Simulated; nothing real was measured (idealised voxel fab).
Process module heading - voxel plated lines
Shown is cross-section cut, with a width of 220 nm and square cells of size 5 nm.
The cross-sections in this document take the form of a grid made of square cells. They are written out as bands, in order from top to bottom. Each band consists of one or more rows of cells.
Read a band's entry like this: the first values are the height of its top and the height of its bottom in nm, and what follows is the sequence of materials from left to right, each with its width in nm. Note that "air" is empty space, and that a single material marked "edge to edge" reaches across the band from edge to edge.
Zero point of the height axis is 0; under it, received wafer = one material. Lowest band: continues down indefinitely, "0 nm and below".
Per-row width for "30..40": begins at first number (top row of band), ends at second number (bottom row), increment between rows held constant.
Step note "nothing was modified" = no cross-section cell changed.
Basically, "Sealed void list" tells you about the enclosed voids: empty spaces with no open way to the top, 8 cells or bigger, each written width x height at distance, where distance is from the left edge, all in nm.
Past the settings on a step's line: simulator remark, on that step.
overlay nm: mask right of planned place by this much (step with mask). Neg. = left.

**Planned process steps**
step 1: RECEIVE | material Si
step 2: CONFORMAL_DEP | material SiN | thk nm 15
step 3: DIRECTIONAL_DEP | material TiN | thk nm 5
step 4: PATTERN | tone open | mask id LINES | material resist | width nm 15 | pitch nm 35 | thk nm 25 | overlay nm 0
step 5: EPI | material Ru | thk nm 10
step 6: EPI | material Ru | thk nm 10
step 7: STRIP | etch materials resist
step 8: DIRECTIONAL_ETCH | etch materials TiN | depth nm 5
step 9: CONFORMAL_DEP | material SiCN | thk nm 10

**first wafer, as planned**

**Cross-sectional view of the wafer in its as-received condition, corresponding to the state after step 1**
    0 nm and below = Si edge to edge
    Sealed void list: none

**Cross-sectional representation of the wafer at the conclusion of step 2**
    15 nm to 0 nm = SiN edge to edge
    Whatever lies below 0 is exactly as it was before.

**Cross-sectional representation of the wafer at the conclusion of step 3**
    20 nm to 15 nm = TiN edge to edge
    Whatever lies below 15 is exactly as it was before.

**Cross-sectional representation of the wafer at the conclusion of step 4**
    45 nm to 20 nm = 85 resist | 15 air | 20 resist | 15 air | 85 resist
    Whatever lies below 20 is exactly as it was before.

**Cross-sectional representation of the wafer at the conclusion of step 5**
    45 nm to 30 nm = 85 resist | 15 air | 20 resist | 15 air | 85 resist
    30 nm to 20 nm = 85 resist | 15 Ru | 20 resist | 15 Ru | 85 resist
    Whatever lies below 20 is exactly as it was before.

**Cross-sectional representation of the wafer at the conclusion of step 6**
    45 nm to 40 nm = 85 resist | 15 air | 20 resist | 15 air | 85 resist
    40 nm to 20 nm = 85 resist | 15 Ru | 20 resist | 15 Ru | 85 resist
    Whatever lies below 20 is exactly as it was before.

**Cross-sectional representation of the wafer at the conclusion of step 7**
    40 nm to 20 nm = 85 air | 15 Ru | 20 air | 15 Ru | 85 air
    Whatever lies below 20 is exactly as it was before.

**Cross-sectional representation of the wafer at the conclusion of step 8**
    40 nm to 20 nm = 85 air | 15 Ru | 20 air | 15 Ru | 85 air
    20 nm to 15 nm = 85 air | 15 TiN | 20 air | 15 TiN | 85 air
    Whatever lies below 15 is exactly as it was before.

**Cross-sectional representation of the wafer at the conclusion of step 9**
    50 nm to 40 nm = 75 air | 70 SiCN | 75 air
    40 nm to 25 nm = 75 air | 10 SiCN | 15 Ru | 20 SiCN | 15 Ru | 10 SiCN | 75 air
    25 nm to 20 nm = 85 SiCN | 15 Ru | 20 SiCN | 15 Ru | 85 SiCN
    20 nm to 15 nm = 85 SiCN | 15 TiN | 20 SiCN | 15 TiN | 85 SiCN
    Whatever lies below 15 is exactly as it was before.

**For the second wafer, take the first wafer's start and plan, then add one mistake made in running it; everything through step 2, that step included, is shared with the first**

Cross-sectional representation of the second wafer at the time designated in the plan for the completion of step 3: nothing was modified

**Cross-sectional representation of the second wafer at the time designated in the plan for the completion of step 4**
    40 nm to 15 nm = 85 resist | 15 air | 20 resist | 15 air | 85 resist
    Whatever lies below 15 is exactly as it was before.

Cross-sectional representation of the second wafer at the time designated in the plan for the completion of step 5: nothing was modified

Cross-sectional representation of the second wafer at the time designated in the plan for the completion of step 6: nothing was modified

**Cross-sectional representation of the second wafer at the time designated in the plan for the completion of step 7**
    15 nm to 0 nm = SiN edge to edge
    Whatever lies below 0 is exactly as it was before.

Cross-sectional representation of the second wafer at the time designated in the plan for the completion of step 8: nothing was modified

**Cross-sectional representation of the second wafer at the time designated in the plan for the completion of step 9**
    25 nm to 15 nm = SiCN edge to edge
    Whatever lies below 15 is exactly as it was before.
Against the plan, the run slipped here: step 3 of the plan was excluded from execution and never run
In the final state, the cell counts of the second wafer exceed or fall short of those of the first for the following materials: -24 Ru; -40 SiCN; -6 TiN
